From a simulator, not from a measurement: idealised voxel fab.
Process module name: voxel wiring stack
Cross-section cut: width 195 nm, square cells of 5 nm.
Bands, listed from the top down, are how a cross-section gets written in this document; the cross-section itself is a grid of square cells, and a band is one or more rows of them.
For a band, the entry starts with two heights in nm, that of the top and then that of the bottom, and carries on with the band's materials in order from left to right, each alongside its width in nm; the word "throughout" beside a single material means it fills the band edge to edge, and "air" means empty space.
Beneath 0, the wafer as received is one material, and that level is where height counting begins. The lowest band goes on downward without a bottom; it is written like "0 -> down".
Width: "30..40" (first number = top row, second number = bottom row, same change from row to row of cells).
No cell of the cross-section changed in a step that is given as "remained the same".
"Closed void roster" - sealed voids, min. 8 cells, no opening to top; format: width x height at distance (distance from left edge; nm throughout).
Step line, after settings: the simulator's comment on this step.
overlay nm: mask right of planned place by this much (step with mask). Neg. = left.

## Listed below are the process steps as planned
step 1: op RECEIVE | material Si
step 2: op CONFORMAL_DEP | material SiO2 | thk nm 15
step 3: op DIRECTIONAL_DEP | material TiN | thk nm 5
step 4: op DIRECTIONAL_DEP | material W | thk nm 20
step 5: op MASKED_ETCH | tone cover | mask id METAL_1 | width nm 25 | pitch nm 55 | etch materials W | depth nm 20 | overlay nm 0
step 6: op MASKED_ETCH | tone cover | mask id METAL_1 | width nm 25 | pitch nm 55 | etch materials TiN | depth nm 5 | overlay nm 0
step 7: op CONFORMAL_DEP | material SiN | thk nm 5
step 8: op FILL_DEP | material lowk | thk nm 5
step 9: op CMP | height nm 40
step 10: op CONFORMAL_DEP | material SiCN | thk nm 5
step 11: op DIRECTIONAL_DEP | material SiO2 | thk nm 15
step 12: op DIRECTIONAL_DEP | material aC | thk nm 10
step 13: op PATTERN | tone open | mask id PLUG_1 | material resist | width nm 15 | thk nm 25 | overlay nm 0
step 14: op DIRECTIONAL_ETCH | etch materials aC | depth nm 10
step 15: op STRIP | etch materials resist
step 16: op DIRECTIONAL_ETCH | etch materials SiO2 | depth nm 15
step 17: op DIRECTIONAL_ETCH | etch materials SiCN | depth nm 5
step 18: op STRIP | etch materials aC
step 19: op EPI | material Ru | thk nm 10
step 20: op EPI | material Ru | thk nm 10
step 21: op CONFORMAL_DEP | material SiN | thk nm 5
step 22: op DIRECTIONAL_DEP | material SiO2 | thk nm 25
step 23: op PATTERN | tone open | mask id METAL_2 | material resist | width nm 25 | pitch nm 55 | thk nm 15 | overlay nm 0
step 24: op DIRECTIONAL_ETCH | etch materials SiO2 | depth nm 25
step 25: op DIRECTIONAL_ETCH | etch materials SiN | depth nm 5
step 26: op STRIP | etch materials resist
step 27: op CONFORMAL_DEP | material TiN | thk nm 5
step 28: op FILL_DEP | material W | thk nm 10
step 29: op CMP | height nm 90
step 30: op CONFORMAL_DEP | material SiN | thk nm 5
Quick note for whoever runs this: the wafers start identical, but the width nm at step 13 isn't the same across them. The plan just shows what the first wafer had.

## Cross-section: the first of several wafers in its as-received state, i.e. following step 1
  0 -> down  Si throughout
  Closed void roster: none

## Here's the first of several wafers in cross-section, end of the module, after the last step, step 30
  95 -> 90  SiN throughout
  90 -> 65  55 nm SiO2  5 nm TiN  15 nm W  5 nm TiN  30 nm SiO2  5 nm TiN  15 nm W  5 nm TiN  60 nm SiO2
  65 -> 60  55 nm SiN  25 nm TiN  30 nm SiN  25 nm TiN  60 nm SiN
  60 -> 45  55 nm SiO2  15 nm Ru  125 nm SiO2
  45 -> 40  55 nm SiCN  15 nm Ru  125 nm SiCN
  40 -> 20  50 nm lowk  5 nm SiN  25 nm W  5 nm SiN  20 nm lowk  5 nm SiN  25 nm W  5 nm SiN  55 nm lowk
  20 -> 15  55 nm SiN  25 nm TiN  30 nm SiN  25 nm TiN  60 nm SiN
  15 -> 0  SiO2 throughout
  0 -> down  Si throughout
  Closed void roster: none

## Cross-section of the last wafer at end of module
  95 -> 90  SiN throughout
  90 -> 65  55 nm SiO2  5 nm TiN  15 nm W  5 nm TiN  30 nm SiO2  5 nm TiN  15 nm W  5 nm TiN  60 nm SiO2
  65 -> 60  55 nm SiN  25 nm TiN  30 nm SiN  25 nm TiN  60 nm SiN
  60 -> 45  50 nm SiO2  30 nm Ru  115 nm SiO2
  45 -> 40  50 nm SiCN  30 nm Ru  115 nm SiCN
  40 -> 20  50 nm lowk  5 nm SiN  25 nm W  5 nm SiN  20 nm lowk  5 nm SiN  25 nm W  5 nm SiN  55 nm lowk
  20 -> 15  55 nm SiN  25 nm TiN  30 nm SiN  25 nm TiN  60 nm SiN
  15 -> 0  SiO2 throughout
  0 -> down  Si throughout
  Closed void roster: none

## For your reference, the table is organized with a row per wafer; each row reflects the wafer at the end of the module, indicating for each material the cells gained (+) or lost (-) since receipt, and thereafter its closed voids
width nm 15, +12 Ru, +36 SiCN, +113 SiN, +370 SiO2, +40 TiN, +70 W, +100 lowk, Closed void roster: none
width nm 20, +16 Ru, +35 SiCN, +113 SiN, +367 SiO2, +40 TiN, +70 W, +100 lowk, Closed void roster: none
width nm 25, +20 Ru, +34 SiCN, +113 SiN, +364 SiO2, +40 TiN, +70 W, +100 lowk, Closed void roster: none
width nm 30, +24 Ru, +33 SiCN, +113 SiN, +361 SiO2, +40 TiN, +70 W, +100 lowk, Closed void roster: none
